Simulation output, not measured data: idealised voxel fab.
This section sets out a process module, namely voxel capacitor over wiring.
For reference, the cross-section in this document is cut, with width 165 nm and square cells of 5 nm.
Notation: cross-section as square-cell grid; stated in bands, top first, going down; one or more cell rows per band.
Each band's line starts with the height of the band's top and of its bottom, in nm. Then come its materials from left to right, each with its width in nm. One material with "all across" fills the band from edge to edge. "blank" is empty space.
Ref level 0: as-received wafer is one material below here. Bottom band extends down with no lower bound ("top 0, no bottom").
Think of "30..40" as a width that walks from the first number to the second as you go down the band, top row to bottom row, taking equal-sized steps from row to row.
"nothing altered" -> step changed no cross-section cell.
Basically, "Closed void list" tells you about the enclosed voids: empty spaces with no open way to the top, 8 cells or bigger, each written width x height at distance, where distance is from the left edge, all in nm.
Formally, on a step line, whatever follows the settings is a remark that the simulator itself makes on the step.
"overlay nm" answers the question of how far to the right of plan the mask lay on a step that has a mask, and when it is negative the answer is to the left.
In what follows, pairs of cross-sections are presented, each taken before and after one process step, with the after cross-section shown only down to the lowest band that was altered; the step, together with its settings, is stated below the pair. The pairs may stem from different runs of this module on the same starting wafer; accordingly, a pair should be taken as continuing from the one above it solely where its entry headed "State on entry" indicates as much.

State on entry
- top 0, no bottom  Si all across
- Closed void list: none

Cross-Section Thereafter
- top 15, bottom 0  SiO2 all across
- Below 0 it's all the same as before, nothing changed down there.
- Closed void list: none
The step carried out between the cross-section before it and the cross-section after it, both shown above, is op CONFORMAL_DEP | material SiO2 | thk nm 15

State on entry: nothing new to draw here, it's the after view of the pair just above.

Cross-Section Thereafter
- top 20, bottom 15  SiN all across
- Below 15 it's all the same as before, nothing changed down there.
- Closed void list: none
The step carried out between the cross-section before it and the cross-section after it, both shown above, is op CONFORMAL_DEP | material SiN | thk nm 5

State on entry: nothing new to draw here, it's the after view of the pair just above.

Cross-Section Thereafter
- top 40, bottom 20  lowk all across
- Below 20 it's all the same as before, nothing changed down there.
- Closed void list: none
The step carried out between the cross-section before it and the cross-section after it, both shown above, is op DIRECTIONAL_DEP | material lowk | thk nm 20

State on entry: nothing new to draw here, it's the after view of the pair just above.

Cross-Section Thereafter
- top 55, bottom 40  resist 25 nm  blank 25 nm  resist 65 nm  blank 25 nm  resist 25 nm
- Below 40 it's all the same as before, nothing changed down there.
- Closed void list: none
The step carried out between the cross-section before it and the cross-section after it, both shown above, is op PATTERN | tone open | mask id METAL_1 | material resist | width nm 25 | pitch nm 90 | thk nm 15 | overlay nm 0

State on entry: nothing new to draw here, it's the after view of the pair just above.

Cross-Section Thereafter
- top 55, bottom 40  resist 25 nm  blank 25 nm  resist 65 nm  blank 25 nm  resist 25 nm
- top 40, bottom 20  lowk 25 nm  blank 25 nm  lowk 65 nm  blank 25 nm  lowk 25 nm
- Below 20 it's all the same as before, nothing changed down there.
- Closed void list: none
The step carried out between the cross-section before it and the cross-section after it, both shown above, is op DIRECTIONAL_ETCH | etch materials lowk | depth nm 20

State on entry: nothing new to draw here, it's the after view of the pair just above.

Cross-Section Thereafter
- top 55, bottom 40  resist 25 nm  blank 25 nm  resist 65 nm  blank 25 nm  resist 25 nm
- top 40, bottom 20  lowk 25 nm  blank 25 nm  lowk 65 nm  blank 25 nm  lowk 25 nm
- top 20, bottom 15  SiN 25 nm  blank 25 nm  SiN 65 nm  blank 25 nm  SiN 25 nm
- Below 15 it's all the same as before, nothing changed down there.
- Closed void list: none
The step carried out between the cross-section before it and the cross-section after it, both shown above, is op DIRECTIONAL_ETCH | etch materials SiN | depth nm 5

State on entry: nothing new to draw here, it's the after view of the pair just above.

Cross-Section Thereafter
- top 40, bottom 20  lowk 25 nm  blank 25 nm  lowk 65 nm  blank 25 nm  lowk 25 nm
- Below 20 it's all the same as before, nothing changed down there.
- Closed void list: none
The step carried out between the cross-section before it and the cross-section after it, both shown above, is op STRIP | etch materials resist

State on entry: nothing new to draw here, it's the after view of the pair just above.

Cross-Section Thereafter
- top 45, bottom 40  TiN 30 nm  blank 15 nm  TiN 75 nm  blank 15 nm  TiN 30 nm
- top 40, bottom 20  lowk 25 nm  TiN 5 nm  blank 15 nm  TiN 5 nm  lowk 65 nm  TiN 5 nm  blank 15 nm  TiN 5 nm  lowk 25 nm
- top 20, bottom 15  SiN 25 nm  TiN 25 nm  SiN 65 nm  TiN 25 nm  SiN 25 nm
- Below 15 it's all the same as before, nothing changed down there.
- Closed void list: none
The step carried out between the cross-section before it and the cross-section after it, both shown above, is op CONFORMAL_DEP | material TiN | thk nm 5

State on entry: nothing new to draw here, it's the after view of the pair just above.

Cross-Section Thereafter
- top 55, bottom 45  W all across
- top 45, bottom 40  TiN 30 nm  W 15 nm  TiN 75 nm  W 15 nm  TiN 30 nm
- top 40, bottom 20  lowk 25 nm  TiN 5 nm  W 15 nm  TiN 5 nm  lowk 65 nm  TiN 5 nm  W 15 nm  TiN 5 nm  lowk 25 nm
- Below 20 it's all the same as before, nothing changed down there.
- Closed void list: none
The step carried out between the cross-section before it and the cross-section after it, both shown above, is op FILL_DEP | material W | thk nm 10

State on entry: nothing new to draw here, it's the after view of the pair just above.

Cross-Section Thereafter
- top 40, bottom 20  lowk 25 nm  TiN 5 nm  W 15 nm  TiN 5 nm  lowk 65 nm  TiN 5 nm  W 15 nm  TiN 5 nm  lowk 25 nm
- Below 20 it's all the same as before, nothing changed down there.
- Closed void list: none
The step carried out between the cross-section before it and the cross-section after it, both shown above, is op CMP | height nm 40

State on entry: nothing new to draw here, it's the after view of the pair just above.

Cross-Section Thereafter
- top 45, bottom 40  SiCN all across
- Below 40 it's all the same as before, nothing changed down there.
- Closed void list: none
The step carried out between the cross-section before it and the cross-section after it, both shown above, is op CONFORMAL_DEP | material SiCN | thk nm 5

State on entry: nothing new to draw here, it's the after view of the pair just above.

Cross-Section Thereafter
- top 60, bottom 45  SiO2 all across
- Below 45 it's all the same as before, nothing changed down there.
- Closed void list: none
The step carried out between the cross-section before it and the cross-section after it, both shown above, is op DIRECTIONAL_DEP | material SiO2 | thk nm 15

State on entry: nothing new to draw here, it's the after view of the pair just above.

Cross-Section Thereafter
- top 60, bottom 45  SiO2 35 nm  blank 15 nm  SiO2 115 nm
- Below 45 it's all the same as before, nothing changed down there.
- Closed void list: none
The step carried out between the cross-section before it and the cross-section after it, both shown above, is op MASKED_ETCH | tone open | mask id PLUG_1 | width nm 15 | etch materials SiO2 | depth nm 15 | overlay nm 0

State on entry: nothing new to draw here, it's the after view of the pair just above.

Cross-Section Thereafter
- top 60, bottom 45  SiO2 35 nm  blank 15 nm  SiO2 115 nm
- top 45, bottom 40  SiCN 35 nm  blank 15 nm  SiCN 115 nm
- Below 40 it's all the same as before, nothing changed down there.
- Closed void list: none
The step carried out between the cross-section before it and the cross-section after it, both shown above, is op MASKED_ETCH | tone open | mask id PLUG_1 | width nm 15 | etch materials SiCN | depth nm 5 | overlay nm 0

State on entry: nothing new to draw here, it's the after view of the pair just above.

Cross-Section Thereafter
- top 60, bottom 50  SiO2 35 nm  blank 15 nm  SiO2 115 nm
- top 50, bottom 45  SiO2 35 nm  Ru 15 nm  SiO2 115 nm
- top 45, bottom 40  SiCN 35 nm  Ru 15 nm  SiCN 115 nm
- Below 40 it's all the same as before, nothing changed down there.
- Closed void list: none
The step carried out between the cross-section before it and the cross-section after it, both shown above, is op EPI | material Ru | thk nm 10

State on entry: nothing new to draw here, it's the after view of the pair just above.

Cross-Section Thereafter
- top 60, bottom 45  SiO2 35 nm  Ru 15 nm  SiO2 115 nm
- Below 45 it's all the same as before, nothing changed down there.
- Closed void list: none
The step carried out between the cross-section before it and the cross-section after it, both shown above, is op EPI | material Ru | thk nm 10

State on entry: nothing new to draw here, it's the after view of the pair just above.

Cross-Section Thereafter
- top 70, bottom 60  TiN all across
- Below 60 it's all the same as before, nothing changed down there.
- Closed void list: none
The step carried out between the cross-section before it and the cross-section after it, both shown above, is op DIRECTIONAL_DEP | material TiN | thk nm 10

State on entry: nothing new to draw here, it's the after view of the pair just above.

Cross-Section Thereafter
- top 75, bottom 70  SiN all across
- Below 70 it's all the same as before, nothing changed down there.
- Closed void list: none
The step carried out between the cross-section before it and the cross-section after it, both shown above, is op DIRECTIONAL_DEP | material SiN | thk nm 5

State on entry: nothing new to draw here, it's the after view of the pair just above.

Cross-Section Thereafter
- top 85, bottom 75  TiN all across
- Below 75 it's all the same as before, nothing changed down there.
- Closed void list: none
The step carried out between the cross-section before it and the cross-section after it, both shown above, is op DIRECTIONAL_DEP | material TiN | thk nm 10

State on entry: nothing new to draw here, it's the after view of the pair just above.

Cross-Section Thereafter
- top 105, bottom 85  blank 35 nm  resist 70 nm  blank 60 nm
- Below 85 it's all the same as before, nothing changed down there.
- Closed void list: none
The step carried out between the cross-section before it and the cross-section after it, both shown above, is op PATTERN | tone cover | mask id UPPER_PLATE | material resist | width nm 70 | thk nm 20 | overlay nm 0

State on entry: nothing new to draw here, it's the after view of the pair just above.

Cross-Section Thereafter
- top 105, bottom 85  blank 35 nm  resist 70 nm  blank 60 nm
- top 85, bottom 75  blank 35 nm  TiN 70 nm  blank 60 nm
- Below 75 it's all the same as before, nothing changed down there.
- Closed void list: none
The step carried out between the cross-section before it and the cross-section after it, both shown above, is op DIRECTIONAL_ETCH | etch materials TiN | depth nm 10

State on entry: nothing new to draw here, it's the after view of the pair just above.

Cross-Section Thereafter
- top 105, bottom 85  blank 35 nm  resist 70 nm  blank 60 nm
- top 85, bottom 75  blank 35 nm  TiN 70 nm  blank 60 nm
- top 75, bottom 70  blank 35 nm  SiN 70 nm  blank 60 nm
- Below 70 it's all the same as before, nothing changed down there.
- Closed void list: none
The step carried out between the cross-section before it and the cross-section after it, both shown above, is op DIRECTIONAL_ETCH | etch materials SiN | depth nm 5

State on entry: nothing new to draw here, it's the after view of the pair just above.

Cross-Section Thereafter
- top 85, bottom 75  blank 35 nm  TiN 70 nm  blank 60 nm
- Below 75 it's all the same as before, nothing changed down there.
- Closed void list: none
The step carried out between the cross-section before it and the cross-section after it, both shown above, is op STRIP | etch materials resist

State on entry: nothing new to draw here, it's the after view of the pair just above.

Cross-Section Thereafter
- top 85, bottom 75  blank 35 nm  TiN 70 nm  blank 60 nm
- top 75, bottom 70  blank 35 nm  SiN 70 nm  blank 60 nm
- top 70, bottom 60  blank 30 nm  TiN 80 nm  blank 55 nm
- Below 60 it's all the same as before, nothing changed down there.
- Closed void list: none
The step carried out between the cross-section before it and the cross-section after it, both shown above, is op MASKED_ETCH | tone cover | mask id LOWER_PLATE | width nm 80 | etch materials TiN | depth nm 10 | overlay nm 0

State on entry: nothing new to draw here, it's the after view of the pair just above.

Cross-Section Thereafter
- top 105, bottom 85  SiO2 all across
- top 85, bottom 75  SiO2 35 nm  TiN 70 nm  SiO2 60 nm
- top 75, bottom 70  SiO2 35 nm  SiN 70 nm  SiO2 60 nm
- top 70, bottom 60  SiO2 30 nm  TiN 80 nm  SiO2 55 nm
- Below 60 it's all the same as before, nothing changed down there.
- Closed void list: none
The step carried out between the cross-section before it and the cross-section after it, both shown above, is op FILL_DEP | material SiO2 | thk nm 20

State on entry: nothing new to draw here, it's the after view of the pair just above.

Cross-Section Thereafter
- top 100, bottom 85  SiO2 all across
- Below 85 it's all the same as before, nothing changed down there.
- Closed void list: none
The step carried out between the cross-section before it and the cross-section after it, both shown above, is op CMP | height nm 100

State on entry: nothing new to draw here, it's the after view of the pair just above.

Cross-Section Thereafter
- top 115, bottom 100  aC all across
- Below 100 it's all the same as before, nothing changed down there.
- Closed void list: none
The step carried out between the cross-section before it and the cross-section after it, both shown above, is op DIRECTIONAL_DEP | material aC | thk nm 15

State on entry: nothing new to draw here, it's the after view of the pair just above.

Cross-Section Thereafter
- top 150, bottom 115  resist 45 nm  blank 15 nm  resist 105 nm
- Below 115 it's all the same as before, nothing changed down there.
- Closed void list: none
The step carried out between the cross-section before it and the cross-section after it, both shown above, is op PATTERN | tone open | mask id PLUG_2 | material resist | width nm 15 | thk nm 35 | overlay nm 0

State on entry: nothing new to draw here, it's the after view of the pair just above.

Cross-Section Thereafter
- top 135, bottom 115  resist 45 nm  blank 15 nm  resist 105 nm
- top 115, bottom 100  aC 45 nm  blank 15 nm  aC 105 nm
- Below 100 it's all the same as before, nothing changed down there.
- Closed void list: none
The step carried out between the cross-section before it and the cross-section after it, both shown above, is op DIRECTIONAL_ETCH | etch materials aC | depth nm 15

State on entry: nothing new to draw here, it's the after view of the pair just above.

Cross-Section Thereafter
- top 115, bottom 100  aC 45 nm  blank 15 nm  aC 105 nm
- Below 100 it's all the same as before, nothing changed down there.
- Closed void list: none
The step carried out between the cross-section before it and the cross-section after it, both shown above, is op STRIP | etch materials resist

State on entry: nothing new to draw here, it's the after view of the pair just above.

Cross-Section Thereafter
- top 115, bottom 100  aC 45 nm  blank 15 nm  aC 105 nm
- top 100, bottom 85  SiO2 45 nm  blank 15 nm  SiO2 105 nm
- Below 85 it's all the same as before, nothing changed down there.
- Closed void list: none
The step carried out between the cross-section before it and the cross-section after it, both shown above, is op DIRECTIONAL_ETCH | etch materials SiO2 | depth nm 15

State on entry: nothing new to draw here, it's the after view of the pair just above.

Cross-Section Thereafter
- top 100, bottom 85  SiO2 45 nm  blank 15 nm  SiO2 105 nm
- Below 85 it's all the same as before, nothing changed down there.
- Closed void list: none
The step carried out between the cross-section before it and the cross-section after it, both shown above, is op STRIP | etch materials aC

State on entry: nothing new to draw here, it's the after view of the pair just above.

Cross-Section Thereafter
- top 105, bottom 100  TiN 50 nm  blank 5 nm  TiN 110 nm
- top 100, bottom 90  SiO2 45 nm  TiN 5 nm  blank 5 nm  TiN 5 nm  SiO2 105 nm
- top 90, bottom 85  SiO2 45 nm  TiN 15 nm  SiO2 105 nm
- Below 85 it's all the same as before, nothing changed down there.
- Closed void list: none
The step carried out between the cross-section before it and the cross-section after it, both shown above, is op CONFORMAL_DEP | material TiN | thk nm 5

State on entry: nothing new to draw here, it's the after view of the pair just above.

Cross-Section Thereafter
- top 115, bottom 105  Ru all across
- top 105, bottom 100  TiN 50 nm  Ru 5 nm  TiN 110 nm
- top 100, bottom 90  SiO2 45 nm  TiN 5 nm  Ru 5 nm  TiN 5 nm  SiO2 105 nm
- Below 90 it's all the same as before, nothing changed down there.
- Closed void list: none
The step carried out between the cross-section before it and the cross-section after it, both shown above, is op FILL_DEP | material Ru | thk nm 10

State on entry: nothing new to draw here, it's the after view of the pair just above.

Cross-Section Thereafter
- top 100, bottom 90  SiO2 45 nm  TiN 5 nm  Ru 5 nm  TiN 5 nm  SiO2 105 nm
- Below 90 it's all the same as before, nothing changed down there.
- Closed void list: none
The step carried out between the cross-section before it and the cross-section after it, both shown above, is op CMP | height nm 100

State on entry: nothing new to draw here, it's the after view of the pair just above.

Cross-Section Thereafter
- top 105, bottom 100  SiCN all across
- Below 100 it's all the same as before, nothing changed down there.
- Closed void list: none
The step carried out between the cross-section before it and the cross-section after it, both shown above, is op CONFORMAL_DEP | material SiCN | thk nm 5

State on entry
- top 70, bottom 60  TiN all across
- top 60, bottom 45  SiO2 35 nm  Ru 15 nm  SiO2 115 nm
- top 45, bottom 40  SiCN 35 nm  Ru 15 nm  SiCN 115 nm
- top 40, bottom 20  lowk 25 nm  TiN 5 nm  W 15 nm  TiN 5 nm  lowk 65 nm  TiN 5 nm  W 15 nm  TiN 5 nm  lowk 25 nm
- top 20, bottom 15  SiN 25 nm  TiN 25 nm  SiN 65 nm  TiN 25 nm  SiN 25 nm
- top 15, bottom 0  SiO2 all across
- top 0, no bottom  Si all across
- Closed void list: none

Cross-Section Thereafter
- top 80, bottom 60  TiN all across
- Below 60 it's all the same as before, nothing changed down there.
- Closed void list: none
The step carried out between the cross-section before it and the cross-section after it, both shown above, is op DIRECTIONAL_DEP | material TiN | thk nm 10

State on entry: nothing new to draw here, it's the after view of the pair just above.

Cross-Section Thereafter
- top 100, bottom 80  blank 35 nm  resist 70 nm  blank 60 nm
- Below 80 it's all the same as before, nothing changed down there.
- Closed void list: none
The step carried out between the cross-section before it and the cross-section after it, both shown above, is op PATTERN | tone cover | mask id UPPER_PLATE | material resist | width nm 70 | thk nm 20 | overlay nm 0

State on entry: nothing new to draw here, it's the after view of the pair just above.

Cross-Section Thereafter
- top 100, bottom 80  blank 35 nm  resist 70 nm  blank 60 nm
- top 80, bottom 70  blank 35 nm  TiN 70 nm  blank 60 nm
- Below 70 it's all the same as before, nothing changed down there.
- Closed void list: none
The step carried out between the cross-section before it and the cross-section after it, both shown above, is op DIRECTIONAL_ETCH | etch materials TiN | depth nm 10

State on entry: nothing new to draw here, it's the after view of the pair just above.

Cross-Section Thereafter
- top 80, bottom 70  blank 35 nm  TiN 70 nm  blank 60 nm
- Below 70 it's all the same as before, nothing changed down there.
- Closed void list: none
The step carried out between the cross-section before it and the cross-section after it, both shown above, is op STRIP | etch materials resist

State on entry: nothing new to draw here, it's the after view of the pair just above.

Cross-Section Thereafter
- top 80, bottom 70  blank 35 nm  TiN 70 nm  blank 60 nm
- top 70, bottom 60  blank 30 nm  TiN 80 nm  blank 55 nm
- Below 60 it's all the same as before, nothing changed down there.
- Closed void list: none
The step carried out between the cross-section before it and the cross-section after it, both shown above, is op MASKED_ETCH | tone cover | mask id LOWER_PLATE | width nm 80 | etch materials TiN | depth nm 10 | overlay nm 0

State on entry: nothing new to draw here, it's the after view of the pair just above.

Cross-Section Thereafter
- top 100, bottom 80  SiO2 all across
- top 80, bottom 70  SiO2 35 nm  TiN 70 nm  SiO2 60 nm
- top 70, bottom 60  SiO2 30 nm  TiN 80 nm  SiO2 55 nm
- Below 60 it's all the same as before, nothing changed down there.
- Closed void list: none
The step carried out between the cross-section before it and the cross-section after it, both shown above, is op FILL_DEP | material SiO2 | thk nm 20

State on entry: nothing new to draw here, it's the after view of the pair just above.

Cross-Section Thereafter
- top 115, bottom 100  aC all across
- Below 100 it's all the same as before, nothing changed down there.
- Closed void list: none
The step carried out between the cross-section before it and the cross-section after it, both shown above, is op DIRECTIONAL_DEP | material aC | thk nm 15

State on entry: nothing new to draw here, it's the after view of the pair just above.

Cross-Section Thereafter
- top 150, bottom 115  resist 45 nm  blank 15 nm  resist 105 nm
- Below 115 it's all the same as before, nothing changed down there.
- Closed void list: none
The step carried out between the cross-section before it and the cross-section after it, both shown above, is op PATTERN | tone open | mask id PLUG_2 | material resist | width nm 15 | thk nm 35 | overlay nm 0

State on entry: nothing new to draw here, it's the after view of the pair just above.

Cross-Section Thereafter
- top 135, bottom 115  resist 45 nm  blank 15 nm  resist 105 nm
- top 115, bottom 100  aC 45 nm  blank 15 nm  aC 105 nm
- Below 100 it's all the same as before, nothing changed down there.
- Closed void list: none
The step carried out between the cross-section before it and the cross-section after it, both shown above, is op DIRECTIONAL_ETCH | etch materials aC | depth nm 15

State on entry: nothing new to draw here, it's the after view of the pair just above.

Cross-Section Thereafter
- top 115, bottom 100  aC 45 nm  blank 15 nm  aC 105 nm
- Below 100 it's all the same as before, nothing changed down there.
- Closed void list: none
The step carried out between the cross-section before it and the cross-section after it, both shown above, is op STRIP | etch materials resist

State on entry: nothing new to draw here, it's the after view of the pair just above.

Cross-Section Thereafter
- top 115, bottom 100  aC 45 nm  blank 15 nm  aC 105 nm
- top 100, bottom 85  SiO2 45 nm  blank 15 nm  SiO2 105 nm
- Below 85 it's all the same as before, nothing changed down there.
- Closed void list: none
The step carried out between the cross-section before it and the cross-section after it, both shown above, is op DIRECTIONAL_ETCH | etch materials SiO2 | depth nm 15

State on entry: nothing new to draw here, it's the after view of the pair just above.

Cross-Section Thereafter
- top 100, bottom 85  SiO2 45 nm  blank 15 nm  SiO2 105 nm
- Below 85 it's all the same as before, nothing changed down there.
- Closed void list: none
The step carried out between the cross-section before it and the cross-section after it, both shown above, is op STRIP | etch materials aC

State on entry: nothing new to draw here, it's the after view of the pair just above.

Cross-Section Thereafter
- top 105, bottom 100  TiN 50 nm  blank 5 nm  TiN 110 nm
- top 100, bottom 90  SiO2 45 nm  TiN 5 nm  blank 5 nm  TiN 5 nm  SiO2 105 nm
- top 90, bottom 85  SiO2 45 nm  TiN 15 nm  SiO2 105 nm
- Below 85 it's all the same as before, nothing changed down there.
- Closed void list: none
The step carried out between the cross-section before it and the cross-section after it, both shown above, is op CONFORMAL_DEP | material TiN | thk nm 5

State on entry: nothing new to draw here, it's the after view of the pair just above.

Cross-Section Thereafter
- top 115, bottom 105  Ru all across
- top 105, bottom 100  TiN 50 nm  Ru 5 nm  TiN 110 nm
- top 100, bottom 90  SiO2 45 nm  TiN 5 nm  Ru 5 nm  TiN 5 nm  SiO2 105 nm
- Below 90 it's all the same as before, nothing changed down there.
- Closed void list: none
The step carried out between the cross-section before it and the cross-section after it, both shown above, is op FILL_DEP | material Ru | thk nm 10

State on entry: nothing new to draw here, it's the after view of the pair just above.

Cross-Section Thereafter
- top 100, bottom 90  SiO2 45 nm  TiN 5 nm  Ru 5 nm  TiN 5 nm  SiO2 105 nm
- Below 90 it's all the same as before, nothing changed down there.
- Closed void list: none
The step carried out between the cross-section before it and the cross-section after it, both shown above, is op CMP | height nm 100

State on entry: nothing new to draw here, it's the after view of the pair just above.

Cross-Section Thereafter
- top 105, bottom 100  SiCN all across
- Below 100 it's all the same as before, nothing changed down there.
- Closed void list: none
The step carried out between the cross-section before it and the cross-section after it, both shown above, is op CONFORMAL_DEP | material SiCN | thk nm 5

State on entry
- top 60, bottom 45  SiO2 35 nm  Ru 15 nm  SiO2 115 nm
- top 45, bottom 40  SiCN 35 nm  Ru 15 nm  SiCN 115 nm
- top 40, bottom 20  lowk 25 nm  TiN 5 nm  W 15 nm  TiN 5 nm  lowk 65 nm  TiN 5 nm  W 15 nm  TiN 5 nm  lowk 25 nm
- top 20, bottom 15  SiN 25 nm  TiN 25 nm  SiN 65 nm  TiN 25 nm  SiN 25 nm
- top 15, bottom 0  SiO2 all across
- top 0, no bottom  Si all across
- Closed void list: none

Cross-Section Thereafter
- top 70, bottom 60  blank 25 nm  Ru 35 nm  blank 105 nm
- Below 60 it's all the same as before, nothing changed down there.
- Closed void list: none
The step carried out between the cross-section before it and the cross-section after it, both shown above, is op EPI | material Ru | thk nm 10

State on entry: nothing new to draw here, it's the after view of the pair just above.

Cross-Section Thereafter
- top 80, bottom 70  blank 25 nm  TiN 35 nm  blank 105 nm
- top 70, bottom 60  TiN 25 nm  Ru 35 nm  TiN 105 nm
- Below 60 it's all the same as before, nothing changed down there.
- Closed void list: none
The step carried out between the cross-section before it and the cross-section after it, both shown above, is op DIRECTIONAL_DEP | material TiN | thk nm 10

State on entry: nothing new to draw here, it's the after view of the pair just above.

Cross-Section Thereafter
- top 85, bottom 80  blank 25 nm  SiN 35 nm  blank 105 nm
- top 80, bottom 75  blank 25 nm  TiN 35 nm  blank 105 nm
- top 75, bottom 70  SiN 25 nm  TiN 35 nm  SiN 105 nm
- Below 70 it's all the same as before, nothing changed down there.
- Closed void list: none
The step carried out between the cross-section before it and the cross-section after it, both shown above, is op DIRECTIONAL_DEP | material SiN | thk nm 5

State on entry: nothing new to draw here, it's the after view of the pair just above.

Cross-Section Thereafter
- top 95, bottom 85  blank 25 nm  TiN 35 nm  blank 105 nm
- top 85, bottom 80  TiN 25 nm  SiN 35 nm  TiN 105 nm
- top 80, bottom 75  TiN all across
- Below 75 it's all the same as before, nothing changed down there.
- Closed void list: none
The step carried out between the cross-section before it and the cross-section after it, both shown above, is op DIRECTIONAL_DEP | material TiN | thk nm 10

State on entry: nothing new to draw here, it's the after view of the pair just above.

Cross-Section Thereafter
- top 115, bottom 95  blank 35 nm  resist 70 nm  blank 60 nm
- top 95, bottom 85  blank 25 nm  TiN 35 nm  resist 45 nm  blank 60 nm
- Below 85 it's all the same as before, nothing changed down there.
- Closed void list: none
The step carried out between the cross-section before it and the cross-section after it, both shown above, is op PATTERN | tone cover | mask id UPPER_PLATE | material resist | width nm 70 | thk nm 20 | overlay nm 0

State on entry: nothing new to draw here, it's the after view of the pair just above.

Cross-Section Thereafter
- top 115, bottom 95  blank 35 nm  resist 70 nm  blank 60 nm
- top 95, bottom 85  blank 35 nm  TiN 25 nm  resist 45 nm  blank 60 nm
- top 85, bottom 80  blank 25 nm  SiN 35 nm  TiN 45 nm  blank 60 nm
- top 80, bottom 75  blank 25 nm  TiN 80 nm  blank 60 nm
- Below 75 it's all the same as before, nothing changed down there.
- Closed void list: none
The step carried out between the cross-section before it and the cross-section after it, both shown above, is op DIRECTIONAL_ETCH | etch materials TiN | depth nm 10

State on entry: nothing new to draw here, it's the after view of the pair just above.

Cross-Section Thereafter
- top 115, bottom 95  blank 35 nm  resist 70 nm  blank 60 nm
- top 95, bottom 85  blank 35 nm  TiN 25 nm  resist 45 nm  blank 60 nm
- top 85, bottom 80  blank 35 nm  SiN 25 nm  TiN 45 nm  blank 60 nm
- top 80, bottom 75  blank 25 nm  TiN 80 nm  blank 60 nm
- top 75, bottom 70  blank 25 nm  TiN 35 nm  SiN 45 nm  blank 60 nm
- Below 70 it's all the same as before, nothing changed down there.
- Closed void list: none
The step carried out between the cross-section before it and the cross-section after it, both shown above, is op DIRECTIONAL_ETCH | etch materials SiN | depth nm 5

State on entry: nothing new to draw here, it's the after view of the pair just above.

Cross-Section Thereafter
- top 95, bottom 85  blank 35 nm  TiN 25 nm  blank 105 nm
- Below 85 it's all the same as before, nothing changed down there.
- Closed void list: none
The step carried out between the cross-section before it and the cross-section after it, both shown above, is op STRIP | etch materials resist

State on entry: nothing new to draw here, it's the after view of the pair just above.

Cross-Section Thereafter
- top 95, bottom 85  blank 35 nm  TiN 25 nm  blank 105 nm
- top 85, bottom 80  blank 35 nm  SiN 25 nm  TiN 45 nm  blank 60 nm
- top 80, bottom 75  blank 30 nm  TiN 75 nm  blank 60 nm
- top 75, bottom 70  blank 30 nm  TiN 30 nm  SiN 45 nm  blank 60 nm
- top 70, bottom 60  blank 25 nm  Ru 35 nm  TiN 50 nm  blank 55 nm
- Below 60 it's all the same as before, nothing changed down there.
- Closed void list: none
The step carried out between the cross-section before it and the cross-section after it, both shown above, is op MASKED_ETCH | tone cover | mask id LOWER_PLATE | width nm 80 | etch materials TiN | depth nm 10 | overlay nm 0

State on entry: nothing new to draw here, it's the after view of the pair just above.

Cross-Section Thereafter
- top 115, bottom 95  SiO2 all across
- top 95, bottom 85  SiO2 35 nm  TiN 25 nm  SiO2 105 nm
- top 85, bottom 80  SiO2 35 nm  SiN 25 nm  TiN 45 nm  SiO2 60 nm
- top 80, bottom 75  SiO2 30 nm  TiN 75 nm  SiO2 60 nm
- top 75, bottom 70  SiO2 30 nm  TiN 30 nm  SiN 45 nm  SiO2 60 nm
- top 70, bottom 60  SiO2 25 nm  Ru 35 nm  TiN 50 nm  SiO2 55 nm
- Below 60 it's all the same as before, nothing changed down there.
- Closed void list: none
The step carried out between the cross-section before it and the cross-section after it, both shown above, is op FILL_DEP | material SiO2 | thk nm 20

State on entry: nothing new to draw here, it's the after view of the pair just above.

Cross-Section Thereafter
- top 100, bottom 95  SiO2 all across
- Below 95 it's all the same as before, nothing changed down there.
- Closed void list: none
The step carried out between the cross-section before it and the cross-section after it, both shown above, is op CMP | height nm 100

State on entry: nothing new to draw here, it's the after view of the pair just above.

Cross-Section Thereafter
- top 115, bottom 100  aC all across
- Below 100 it's all the same as before, nothing changed down there.
- Closed void list: none
The step carried out between the cross-section before it and the cross-section after it, both shown above, is op DIRECTIONAL_DEP | material aC | thk nm 15

State on entry: nothing new to draw here, it's the after view of the pair just above.

Cross-Section Thereafter
- top 150, bottom 115  resist 45 nm  blank 15 nm  resist 105 nm
- Below 115 it's all the same as before, nothing changed down there.
- Closed void list: none
The step carried out between the cross-section before it and the cross-section after it, both shown above, is op PATTERN | tone open | mask id PLUG_2 | material resist | width nm 15 | thk nm 35 | overlay nm 0

State on entry: nothing new to draw here, it's the after view of the pair just above.

Cross-Section Thereafter
- top 135, bottom 115  resist 45 nm  blank 15 nm  resist 105 nm
- top 115, bottom 100  aC 45 nm  blank 15 nm  aC 105 nm
- Below 100 it's all the same as before, nothing changed down there.
- Closed void list: none
The step carried out between the cross-section before it and the cross-section after it, both shown above, is op DIRECTIONAL_ETCH | etch materials aC | depth nm 15

State on entry: nothing new to draw here, it's the after view of the pair just above.

Cross-Section Thereafter
- top 115, bottom 100  aC 45 nm  blank 15 nm  aC 105 nm
- Below 100 it's all the same as before, nothing changed down there.
- Closed void list: none
The step carried out between the cross-section before it and the cross-section after it, both shown above, is op STRIP | etch materials resist

State on entry: nothing new to draw here, it's the after view of the pair just above.

Cross-Section Thereafter
- top 115, bottom 100  aC 45 nm  blank 15 nm  aC 105 nm
- top 100, bottom 95  SiO2 45 nm  blank 15 nm  SiO2 105 nm
- Below 95 it's all the same as before, nothing changed down there.
- Closed void list: none
The step carried out between the cross-section before it and the cross-section after it, both shown above, is op DIRECTIONAL_ETCH | etch materials SiO2 | depth nm 15

State on entry: nothing new to draw here, it's the after view of the pair just above.

Cross-Section Thereafter
- top 100, bottom 95  SiO2 45 nm  blank 15 nm  SiO2 105 nm
- Below 95 it's all the same as before, nothing changed down there.
- Closed void list: none
The step carried out between the cross-section before it and the cross-section after it, both shown above, is op STRIP | etch materials aC

State on entry: nothing new to draw here, it's the after view of the pair just above.

Cross-Section Thereafter
- top 105, bottom 100  TiN 50 nm  blank 5 nm  TiN 110 nm
- top 100, bottom 95  SiO2 45 nm  TiN 15 nm  SiO2 105 nm
- Below 95 it's all the same as before, nothing changed down there.
- Closed void list: none
The step carried out between the cross-section before it and the cross-section after it, both shown above, is op CONFORMAL_DEP | material TiN | thk nm 5

State on entry: nothing new to draw here, it's the after view of the pair just above.

Cross-Section Thereafter
- top 115, bottom 105  Ru all across
- top 105, bottom 100  TiN 50 nm  Ru 5 nm  TiN 110 nm
- Below 100 it's all the same as before, nothing changed down there.
- Closed void list: none
The step carried out between the cross-section before it and the cross-section after it, both shown above, is op FILL_DEP | material Ru | thk nm 10

State on entry: nothing new to draw here, it's the after view of the pair just above.

Cross-Section Thereafter
- top 100, bottom 95  SiO2 45 nm  TiN 15 nm  SiO2 105 nm
- Below 95 it's all the same as before, nothing changed down there.
- Closed void list: none
The step carried out between the cross-section before it and the cross-section after it, both shown above, is op CMP | height nm 100
